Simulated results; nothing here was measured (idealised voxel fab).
The following is a process module called voxel released beams.
This is section cut - it's 285 nm across, gridded in 5 nm square cells.
Heads up, the way a cross-section reads in here is a grid of square cells, handed over as bands from the top down, with every band being one or more rows of cells.
Look at the band entry: it leads with the top's height and the bottom's height in nm. Then it lists the materials left to right, with a width in nm for each. The word "edge to edge" on a single material says that material fills the band edge to edge. The word "blank" is empty space.
Note: height 0 marks the level under which the wafer is uniformly one material as received. Lowest band unbounded below, written "0 nm and below".
Note: "30->40" means the width goes from the first number (top row of the band) to the second number (bottom row) in equal steps per row of cells.
"no alterations made" -> step changed no cross-section cell.
Closed empty spaces (no open way to the top) of 8 cells or more are what "Trapped voids" lists, each as width x height at distance from the left edge, nm for all three.
On a step's line, text after the settings is the simulator commenting on that step.
The "overlay nm" setting may appear on a step's line; for a step that uses a mask, it gives how far to the right of its planned position the mask lay, and a negative value indicates the left.

## Process steps foreseen in the plan
1) RECEIVE | material Si
2) CONFORMAL_DEP | material SiN | thk nm 5
3) DIRECTIONAL_DEP | material SiO2 | thk nm 10
4) PATTERN | tone open | mask id ANCHOR | material resist | width nm 35 | thk nm 15 | overlay nm 0
5) DIRECTIONAL_ETCH | etch materials SiO2 | depth nm 10
6) STRIP | etch materials resist
7) CONFORMAL_DEP | material polySi | thk nm 15
8) DIRECTIONAL_DEP | material aC | thk nm 10
9) PATTERN | tone cover | mask id BEAM | material resist | width nm 115 | thk nm 25 | overlay nm 0
10) DIRECTIONAL_ETCH | etch materials aC | depth nm 10
11) STRIP | etch materials resist
12) DIRECTIONAL_ETCH | etch materials polySi | depth nm 15
13) STRIP | etch materials aC
14) STRIP | etch materials SiO2

## Cross-section of the wafer at receipt, which is the condition after step 1
    0 nm and below: Si edge to edge
    Trapped voids: none

## The cross-section shown corresponds to the wafer at the conclusion of the module. The initial structure and the process plan are those presented above; however, one mistake occurred in executing the plan
    30 nm to 20 nm: 75 nm blank, 25 nm polySi, 5 nm blank, 95 nm polySi, 85 nm blank
    20 nm to 15 nm: 75 nm blank, 125 nm polySi, 85 nm blank
    15 nm to 5 nm: 85 nm blank, 35 nm polySi, 165 nm blank
    5 nm to 0 nm: SiN edge to edge
    0 nm and below: Si edge to edge
    Trapped voids: none
Run error: off-plan run, step 9, actual operation and settings PATTERN | tone cover | mask id BEAM | material resist | width nm 125 | thk nm 25 | overlay nm 0
